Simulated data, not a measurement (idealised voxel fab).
process module | voxel wiring stack
cross-section cut | 260 nm wide | cells 5 nm
A cross-section is a grid of square cells, given in bands from the top down. A band is one or more rows of cells.
Each band's line starts with the height of the band's top and of its bottom, in nm. Then come its materials from left to right, each with its width in nm. One material with "throughout" fills the band from edge to edge. "air" is empty space.
Height 0 is the level under which the wafer as received is all one material. The lowest band goes on downwards, as in "0 down".
A width such as "30 to 40" changes by the same amount from each row of cells to the next, from the band's top row to its bottom row.
"no change" after a step means that no cell of the cross-section changed.
closed voids: empty space of 8 cells or more with no open way to the top, each as width x height at its distance from the left edge, in nm
after a step's settings: what the simulator itself notes on the step
overlay nm, on a step with a mask: how far to the right of its planned place the mask lay; to the left if negative
plan
1 op RECEIVE | material Si
2 op CONFORMAL_DEP | material SiO2 | thk nm 15
3 op DIRECTIONAL_DEP | material TiN | thk nm 5
4 op DIRECTIONAL_DEP | material Ru | thk nm 25
5 op PATTERN | tone cover | mask id METAL_1 | material resist | width nm 20 | pitch nm 50 | thk nm 20 | overlay nm 0
6 op DIRECTIONAL_ETCH | etch materials Ru | depth nm 25
7 op DIRECTIONAL_ETCH | etch materials TiN | depth nm 5
8 op STRIP | etch materials resist
9 op FILL_DEP | material lowk | thk nm 10
10 op CMP | height nm 45
11 op CONFORMAL_DEP | material SiCN | thk nm 5
12 op DIRECTIONAL_DEP | material lowk | thk nm 25
13 op DIRECTIONAL_DEP | material aC | thk nm 15
14 op PATTERN | tone open | mask id METAL_2_HOLES | material resist | width nm 15 | thk nm 35 | overlay nm 0
15 op DIRECTIONAL_ETCH | etch materials aC | depth nm 15
16 op STRIP | etch materials resist
17 op DIRECTIONAL_ETCH | etch materials lowk | depth nm 25
18 op STRIP | etch materials aC
19 op PATTERN | tone open | mask id METAL_2 | material resist | width nm 20 | pitch nm 50 | thk nm 15 | overlay nm 0
20 op DIRECTIONAL_ETCH | etch materials lowk | depth nm 15
21 op DIRECTIONAL_ETCH | etch materials SiCN | depth nm 5
22 op STRIP | etch materials resist
23 op CONFORMAL_DEP | material TiN | thk nm 5
24 op FILL_DEP | material Cu | thk nm 5
25 op CMP | height nm 75
26 op CONFORMAL_DEP | material SiCN | thk nm 5
27 op DIRECTIONAL_DEP | material SiO2 | thk nm 30
28 op DIRECTIONAL_DEP | material aC | thk nm 15
29 op PATTERN | tone open | mask id METAL_3_HOLES | material resist | width nm 15 | thk nm 35 | overlay nm 0
30 op DIRECTIONAL_ETCH | etch materials aC | depth nm 15
31 op STRIP | etch materials resist
32 op DIRECTIONAL_ETCH | etch materials SiO2 | depth nm 30
33 op STRIP | etch materials aC
34 op DIRECTIONAL_DEP | material aC | thk nm 10
35 op PATTERN | tone open | mask id METAL_3 | material resist | width nm 20 | pitch nm 50 | thk nm 30 | overlay nm 0
36 op DIRECTIONAL_ETCH | etch materials aC | depth nm 10
37 op STRIP | etch materials resist
38 op DIRECTIONAL_ETCH | etch materials SiO2 | depth nm 15
39 op DIRECTIONAL_ETCH | etch materials SiCN | depth nm 5
40 op STRIP | etch materials aC
41 op CONFORMAL_DEP | material TiN | thk nm 5
42 op FILL_DEP | material Cu | thk nm 10
43 op CMP | height nm 110
44 op CONFORMAL_DEP | material SiCN | thk nm 5
45 op DIRECTIONAL_DEP | material lowk | thk nm 15
46 op MASKED_ETCH | tone open | mask id PLUG_3 | width nm 15 | etch materials lowk | depth nm 15 | overlay nm 0
47 op MASKED_ETCH | tone open | mask id PLUG_3 | width nm 15 | etch materials SiCN | depth nm 5 | overlay nm 0
48 op EPI | material Ru | thk nm 10
49 op EPI | material Ru | thk nm 10
50 op DIRECTIONAL_DEP | material TiN | thk nm 5
51 op DIRECTIONAL_DEP | material Ru | thk nm 15
52 op DIRECTIONAL_DEP | material aC | thk nm 15
53 op PATTERN | tone cover | mask id METAL_4 | material resist | width nm 20 | pitch nm 50 | thk nm 35 | overlay nm 0
54 op DIRECTIONAL_ETCH | etch materials aC | depth nm 15
55 op STRIP | etch materials resist
56 op DIRECTIONAL_ETCH | etch materials Ru | depth nm 15
57 op DIRECTIONAL_ETCH | etch materials TiN | depth nm 5
58 op STRIP | etch materials aC
59 op FILL_DEP | material lowk | thk nm 5
60 op CMP | height nm 150
61 op CONFORMAL_DEP | material SiN | thk nm 5
first wafer, as planned
as received, after step 1
  0 down: Si throughout
  closed voids: none
after step 2
  15 to 0: SiO2 throughout
  below 0: unchanged
after step 3
  20 to 15: TiN throughout
  below 15: unchanged
after step 4
  45 to 20: Ru throughout
  below 20: unchanged
after step 5
  65 to 45: air 95 | resist 20 | air 30 | resist 20 | air 95
  below 45: unchanged
after step 6
  65 to 45: air 95 | resist 20 | air 30 | resist 20 | air 95
  45 to 20: air 95 | Ru 20 | air 30 | Ru 20 | air 95
  below 20: unchanged
after step 7
  65 to 45: air 95 | resist 20 | air 30 | resist 20 | air 95
  45 to 20: air 95 | Ru 20 | air 30 | Ru 20 | air 95
  20 to 15: air 95 | TiN 20 | air 30 | TiN 20 | air 95
  below 15: unchanged
after step 8
  45 to 20: air 95 | Ru 20 | air 30 | Ru 20 | air 95
  below 20: unchanged
after step 9
  55 to 45: lowk throughout
  45 to 20: lowk 95 | Ru 20 | lowk 30 | Ru 20 | lowk 95
  20 to 15: lowk 95 | TiN 20 | lowk 30 | TiN 20 | lowk 95
  below 15: unchanged
after step 10
  45 to 20: lowk 95 | Ru 20 | lowk 30 | Ru 20 | lowk 95
  below 20: unchanged
after step 11
  50 to 45: SiCN throughout
  below 45: unchanged
after step 12
  75 to 50: lowk throughout
  below 50: unchanged
after step 13
  90 to 75: aC throughout
  below 75: unchanged
after step 14
  125 to 90: resist 95 | air 15 | resist 150
  below 90: unchanged
after step 15
  110 to 90: resist 95 | air 15 | resist 150
  90 to 75: aC 95 | air 15 | aC 150
  below 75: unchanged
after step 16
  90 to 75: aC 95 | air 15 | aC 150
  below 75: unchanged
after step 17
  90 to 75: aC 95 | air 15 | aC 150
  75 to 50: lowk 95 | air 15 | lowk 150
  below 50: unchanged
after step 18
  75 to 50: lowk 95 | air 15 | lowk 150
  below 50: unchanged
after step 19
  90 to 75: resist 95 | air 20 | resist 30 | air 20 | resist 95
  below 75: unchanged
after step 20
  90 to 75: resist 95 | air 20 | resist 30 | air 20 | resist 95
  75 to 60: lowk 95 | air 20 | lowk 30 | air 20 | lowk 95
  below 60: unchanged
after step 21
  90 to 75: resist 95 | air 20 | resist 30 | air 20 | resist 95
  75 to 60: lowk 95 | air 20 | lowk 30 | air 20 | lowk 95
  60 to 50: lowk 95 | air 15 | lowk 150
  50 to 45: SiCN 95 | air 15 | SiCN 150
  below 45: unchanged
after step 22
  75 to 60: lowk 95 | air 20 | lowk 30 | air 20 | lowk 95
  below 60: unchanged
after step 23
  80 to 75: TiN 100 | air 10 | TiN 40 | air 10 | TiN 100
  75 to 65: lowk 95 | TiN 5 | air 10 | TiN 5 | lowk 30 | TiN 5 | air 10 | TiN 5 | lowk 95
  65 to 60: lowk 95 | TiN 5 | air 5 | TiN 10 | lowk 30 | TiN 20 | lowk 95
  60 to 50: lowk 95 | TiN 5 | air 5 | TiN 5 | lowk 150
  50 to 45: SiCN 95 | TiN 15 | SiCN 150
  below 45: unchanged
after step 24
  85 to 80: Cu throughout
  80 to 75: TiN 100 | Cu 10 | TiN 40 | Cu 10 | TiN 100
  75 to 65: lowk 95 | TiN 5 | Cu 10 | TiN 5 | lowk 30 | TiN 5 | Cu 10 | TiN 5 | lowk 95
  65 to 60: lowk 95 | TiN 5 | Cu 5 | TiN 10 | lowk 30 | TiN 20 | lowk 95
  60 to 50: lowk 95 | TiN 5 | Cu 5 | TiN 5 | lowk 150
  below 50: unchanged
after step 25
  75 to 65: lowk 95 | TiN 5 | Cu 10 | TiN 5 | lowk 30 | TiN 5 | Cu 10 | TiN 5 | lowk 95
  below 65: unchanged
after step 26
  80 to 75: SiCN throughout
  below 75: unchanged
after step 27
  110 to 80: SiO2 throughout
  below 80: unchanged
after step 28
  125 to 110: aC throughout
  below 110: unchanged
after step 29
  160 to 125: resist 95 | air 15 | resist 150
  below 125: unchanged
after step 30
  145 to 125: resist 95 | air 15 | resist 150
  125 to 110: aC 95 | air 15 | aC 150
  below 110: unchanged
after step 31
  125 to 110: aC 95 | air 15 | aC 150
  below 110: unchanged
after step 32
  125 to 110: aC 95 | air 15 | aC 150
  110 to 80: SiO2 95 | air 15 | SiO2 150
  below 80: unchanged
after step 33
  110 to 80: SiO2 95 | air 15 | SiO2 150
  below 80: unchanged
after step 34
  120 to 110: aC 95 | air 15 | aC 150
  110 to 90: SiO2 95 | air 15 | SiO2 150
  90 to 80: SiO2 95 | aC 15 | SiO2 150
  below 80: unchanged
after step 35
  150 to 120: resist 95 | air 20 | resist 30 | air 20 | resist 95
  below 120: unchanged
after step 36
  140 to 120: resist 95 | air 20 | resist 30 | air 20 | resist 95
  120 to 110: aC 95 | air 20 | aC 30 | air 20 | aC 95
  110 to 80: SiO2 95 | air 15 | SiO2 150
  below 80: unchanged
after step 37
  120 to 110: aC 95 | air 20 | aC 30 | air 20 | aC 95
  below 110: unchanged
after step 38
  120 to 110: aC 95 | air 20 | aC 30 | air 20 | aC 95
  110 to 95: SiO2 95 | air 20 | SiO2 30 | air 20 | SiO2 95
  below 95: unchanged
after step 39
  120 to 110: aC 95 | air 20 | aC 30 | air 20 | aC 95
  110 to 95: SiO2 95 | air 20 | SiO2 30 | air 20 | SiO2 95
  95 to 80: SiO2 95 | air 15 | SiO2 150
  80 to 75: SiCN 95 | air 15 | SiCN 150
  below 75: unchanged
after step 40
  110 to 95: SiO2 95 | air 20 | SiO2 30 | air 20 | SiO2 95
  below 95: unchanged
after step 41
  115 to 110: TiN 100 | air 10 | TiN 40 | air 10 | TiN 100
  110 to 100: SiO2 95 | TiN 5 | air 10 | TiN 5 | SiO2 30 | TiN 5 | air 10 | TiN 5 | SiO2 95
  100 to 95: SiO2 95 | TiN 5 | air 5 | TiN 10 | SiO2 30 | TiN 20 | SiO2 95
  95 to 80: SiO2 95 | TiN 5 | air 5 | TiN 5 | SiO2 150
  80 to 75: SiCN 95 | TiN 15 | SiCN 150
  below 75: unchanged
after step 42
  125 to 115: Cu throughout
  115 to 110: TiN 100 | Cu 10 | TiN 40 | Cu 10 | TiN 100
  110 to 100: SiO2 95 | TiN 5 | Cu 10 | TiN 5 | SiO2 30 | TiN 5 | Cu 10 | TiN 5 | SiO2 95
  100 to 95: SiO2 95 | TiN 5 | Cu 5 | TiN 10 | SiO2 30 | TiN 20 | SiO2 95
  95 to 80: SiO2 95 | TiN 5 | Cu 5 | TiN 5 | SiO2 150
  below 80: unchanged
after step 43
  110 to 100: SiO2 95 | TiN 5 | Cu 10 | TiN 5 | SiO2 30 | TiN 5 | Cu 10 | TiN 5 | SiO2 95
  below 100: unchanged
after step 44
  115 to 110: SiCN throughout
  below 110: unchanged
after step 45
  130 to 115: lowk throughout
  below 115: unchanged
after step 46
  130 to 115: lowk 95 | air 15 | lowk 150
  below 115: unchanged
after step 47
  130 to 115: lowk 95 | air 15 | lowk 150
  115 to 110: SiCN 95 | air 15 | SiCN 150
  below 110: unchanged
after step 48
  130 to 120: lowk 95 | air 15 | lowk 150
  120 to 115: lowk 95 | Ru 15 | lowk 150
  115 to 110: SiCN 95 | Ru 15 | SiCN 150
  below 110: unchanged
after step 49
  130 to 115: lowk 95 | Ru 15 | lowk 150
  below 115: unchanged
after step 50
  135 to 130: TiN throughout
  below 130: unchanged
after step 51
  150 to 135: Ru throughout
  below 135: unchanged
after step 52
  165 to 150: aC throughout
  below 150: unchanged
after step 53
  200 to 165: air 95 | resist 20 | air 30 | resist 20 | air 95
  below 165: unchanged
after step 54
  185 to 165: air 95 | resist 20 | air 30 | resist 20 | air 95
  165 to 150: air 95 | aC 20 | air 30 | aC 20 | air 95
  below 150: unchanged
after step 55
  165 to 150: air 95 | aC 20 | air 30 | aC 20 | air 95
  below 150: unchanged
after step 56
  165 to 150: air 95 | aC 20 | air 30 | aC 20 | air 95
  150 to 135: air 95 | Ru 20 | air 30 | Ru 20 | air 95
  below 135: unchanged
after step 57
  165 to 150: air 95 | aC 20 | air 30 | aC 20 | air 95
  150 to 135: air 95 | Ru 20 | air 30 | Ru 20 | air 95
  135 to 130: air 95 | TiN 20 | air 30 | TiN 20 | air 95
  below 130: unchanged
after step 58
  150 to 135: air 95 | Ru 20 | air 30 | Ru 20 | air 95
  below 135: unchanged
after step 59
  155 to 150: lowk throughout
  150 to 135: lowk 95 | Ru 20 | lowk 30 | Ru 20 | lowk 95
  135 to 130: lowk 95 | TiN 20 | lowk 30 | TiN 20 | lowk 95
  below 130: unchanged
after step 60
  150 to 135: lowk 95 | Ru 20 | lowk 30 | Ru 20 | lowk 95
  below 135: unchanged
after step 61
  155 to 150: SiN throughout
  below 150: unchanged
second wafer: like start, like plan, one mistake. Through step 18 it matches the first wafer
when step 19 should have ended
  90 to 75: air 95 | resist 20 | air 30 | resist 20 | air 95
  75 to 50: lowk 95 | resist 15 | lowk 150
  below 50: unchanged
when step 20 should have ended
  90 to 75: air 95 | resist 20 | air 30 | resist 20 | air 95
  75 to 60: air 95 | resist 15 | lowk 5 | air 30 | lowk 20 | air 95
  below 60: unchanged
when step 21 should have ended: no change
when step 22 should have ended
  75 to 60: air 110 | lowk 5 | air 30 | lowk 20 | air 95
  60 to 50: lowk 95 | air 15 | lowk 150
  below 50: unchanged
when step 23 should have ended
  80 to 75: air 105 | TiN 15 | air 20 | TiN 30 | air 90
  75 to 65: air 105 | TiN 5 | lowk 5 | TiN 5 | air 20 | TiN 5 | lowk 20 | TiN 5 | air 90
  65 to 60: TiN 100 | air 5 | TiN 5 | lowk 5 | TiN 30 | lowk 20 | TiN 95
  60 to 55: lowk 95 | TiN 5 | air 5 | TiN 5 | lowk 150
  55 to 50: lowk 95 | TiN 15 | lowk 150
  below 50: unchanged
when step 24 should have ended
  85 to 80: Cu throughout
  80 to 75: Cu 105 | TiN 15 | Cu 20 | TiN 30 | Cu 90
  75 to 65: Cu 105 | TiN 5 | lowk 5 | TiN 5 | Cu 20 | TiN 5 | lowk 20 | TiN 5 | Cu 90
  65 to 60: TiN 100 | Cu 5 | TiN 5 | lowk 5 | TiN 30 | lowk 20 | TiN 95
  60 to 55: lowk 95 | TiN 5 | Cu 5 | TiN 5 | lowk 150
  below 55: unchanged
when step 25 should have ended
  75 to 65: Cu 105 | TiN 5 | lowk 5 | TiN 5 | Cu 20 | TiN 5 | lowk 20 | TiN 5 | Cu 90
  below 65: unchanged
when step 26 should have ended
  80 to 75: SiCN throughout
  below 75: unchanged
when step 27 should have ended
  110 to 80: SiO2 throughout
  below 80: unchanged
when step 28 should have ended
  125 to 110: aC throughout
  below 110: unchanged
when step 29 should have ended
  160 to 125: resist 95 | air 15 | resist 150
  below 125: unchanged
when step 30 should have ended
  145 to 125: resist 95 | air 15 | resist 150
  125 to 110: aC 95 | air 15 | aC 150
  below 110: unchanged
when step 31 should have ended
  125 to 110: aC 95 | air 15 | aC 150
  below 110: unchanged
when step 32 should have ended
  125 to 110: aC 95 | air 15 | aC 150
  110 to 80: SiO2 95 | air 15 | SiO2 150
  below 80: unchanged
when step 33 should have ended
  110 to 80: SiO2 95 | air 15 | SiO2 150
  below 80: unchanged
when step 34 should have ended
  120 to 110: aC 95 | air 15 | aC 150
  110 to 90: SiO2 95 | air 15 | SiO2 150
  90 to 80: SiO2 95 | aC 15 | SiO2 150
  below 80: unchanged
when step 35 should have ended
  150 to 120: resist 95 | air 20 | resist 30 | air 20 | resist 95
  below 120: unchanged
when step 36 should have ended
  140 to 120: resist 95 | air 20 | resist 30 | air 20 | resist 95
  120 to 110: aC 95 | air 20 | aC 30 | air 20 | aC 95
  110 to 80: SiO2 95 | air 15 | SiO2 150
  below 80: unchanged
when step 37 should have ended
  120 to 110: aC 95 | air 20 | aC 30 | air 20 | aC 95
  below 110: unchanged
when step 38 should have ended
  120 to 110: aC 95 | air 20 | aC 30 | air 20 | aC 95
  110 to 95: SiO2 95 | air 20 | SiO2 30 | air 20 | SiO2 95
  below 95: unchanged
when step 39 should have ended
  120 to 110: aC 95 | air 20 | aC 30 | air 20 | aC 95
  110 to 95: SiO2 95 | air 20 | SiO2 30 | air 20 | SiO2 95
  95 to 80: SiO2 95 | air 15 | SiO2 150
  80 to 75: SiCN 95 | air 15 | SiCN 150
  below 75: unchanged
when step 40 should have ended
  110 to 95: SiO2 95 | air 20 | SiO2 30 | air 20 | SiO2 95
  below 95: unchanged
when step 41 should have ended
  115 to 110: TiN 100 | air 10 | TiN 40 | air 10 | TiN 100
  110 to 100: SiO2 95 | TiN 5 | air 10 | TiN 5 | SiO2 30 | TiN 5 | air 10 | TiN 5 | SiO2 95
  100 to 95: SiO2 95 | TiN 5 | air 5 | TiN 10 | SiO2 30 | TiN 20 | SiO2 95
  95 to 80: SiO2 95 | TiN 5 | air 5 | TiN 5 | SiO2 150
  80 to 75: SiCN 95 | TiN 15 | SiCN 150
  below 75: unchanged
when step 42 should have ended
  125 to 115: Cu throughout
  115 to 110: TiN 100 | Cu 10 | TiN 40 | Cu 10 | TiN 100
  110 to 100: SiO2 95 | TiN 5 | Cu 10 | TiN 5 | SiO2 30 | TiN 5 | Cu 10 | TiN 5 | SiO2 95
  100 to 95: SiO2 95 | TiN 5 | Cu 5 | TiN 10 | SiO2 30 | TiN 20 | SiO2 95
  95 to 80: SiO2 95 | TiN 5 | Cu 5 | TiN 5 | SiO2 150
  below 80: unchanged
when step 43 should have ended
  110 to 100: SiO2 95 | TiN 5 | Cu 10 | TiN 5 | SiO2 30 | TiN 5 | Cu 10 | TiN 5 | SiO2 95
  below 100: unchanged
when step 44 should have ended
  115 to 110: SiCN throughout
  below 110: unchanged
when step 45 should have ended
  130 to 115: lowk throughout
  below 115: unchanged
when step 46 should have ended
  130 to 115: lowk 95 | air 15 | lowk 150
  below 115: unchanged
when step 47 should have ended
  130 to 115: lowk 95 | air 15 | lowk 150
  115 to 110: SiCN 95 | air 15 | SiCN 150
  below 110: unchanged
when step 48 should have ended
  130 to 120: lowk 95 | air 15 | lowk 150
  120 to 115: lowk 95 | Ru 15 | lowk 150
  115 to 110: SiCN 95 | Ru 15 | SiCN 150
  below 110: unchanged
when step 49 should have ended
  130 to 115: lowk 95 | Ru 15 | lowk 150
  below 115: unchanged
when step 50 should have ended
  135 to 130: TiN throughout
  below 130: unchanged
when step 51 should have ended
  150 to 135: Ru throughout
  below 135: unchanged
when step 52 should have ended
  165 to 150: aC throughout
  below 150: unchanged
when step 53 should have ended
  200 to 165: air 95 | resist 20 | air 30 | resist 20 | air 95
  below 165: unchanged
when step 54 should have ended
  185 to 165: air 95 | resist 20 | air 30 | resist 20 | air 95
  165 to 150: air 95 | aC 20 | air 30 | aC 20 | air 95
  below 150: unchanged
when step 55 should have ended
  165 to 150: air 95 | aC 20 | air 30 | aC 20 | air 95
  below 150: unchanged
when step 56 should have ended
  165 to 150: air 95 | aC 20 | air 30 | aC 20 | air 95
  150 to 135: air 95 | Ru 20 | air 30 | Ru 20 | air 95
  below 135: unchanged
when step 57 should have ended
  165 to 150: air 95 | aC 20 | air 30 | aC 20 | air 95
  150 to 135: air 95 | Ru 20 | air 30 | Ru 20 | air 95
  135 to 130: air 95 | TiN 20 | air 30 | TiN 20 | air 95
  below 130: unchanged
when step 58 should have ended
  150 to 135: air 95 | Ru 20 | air 30 | Ru 20 | air 95
  below 135: unchanged
when step 59 should have ended
  155 to 150: lowk throughout
  150 to 135: lowk 95 | Ru 20 | lowk 30 | Ru 20 | lowk 95
  135 to 130: lowk 95 | TiN 20 | lowk 30 | TiN 20 | lowk 95
  below 130: unchanged
when step 60 should have ended
  150 to 135: lowk 95 | Ru 20 | lowk 30 | Ru 20 | lowk 95
  below 135: unchanged
when step 61 should have ended
  155 to 150: SiN throughout
  below 150: unchanged
what went wrong: step 19 ran as: op PATTERN | tone cover | mask id METAL_2 | material resist | width nm 20 | pitch nm 50 | thk nm 15 | overlay nm 0
at the end the second wafer has, in cells: 77 more of Cu | 3 more of SiCN | 37 more of TiN | 117 fewer of lowk
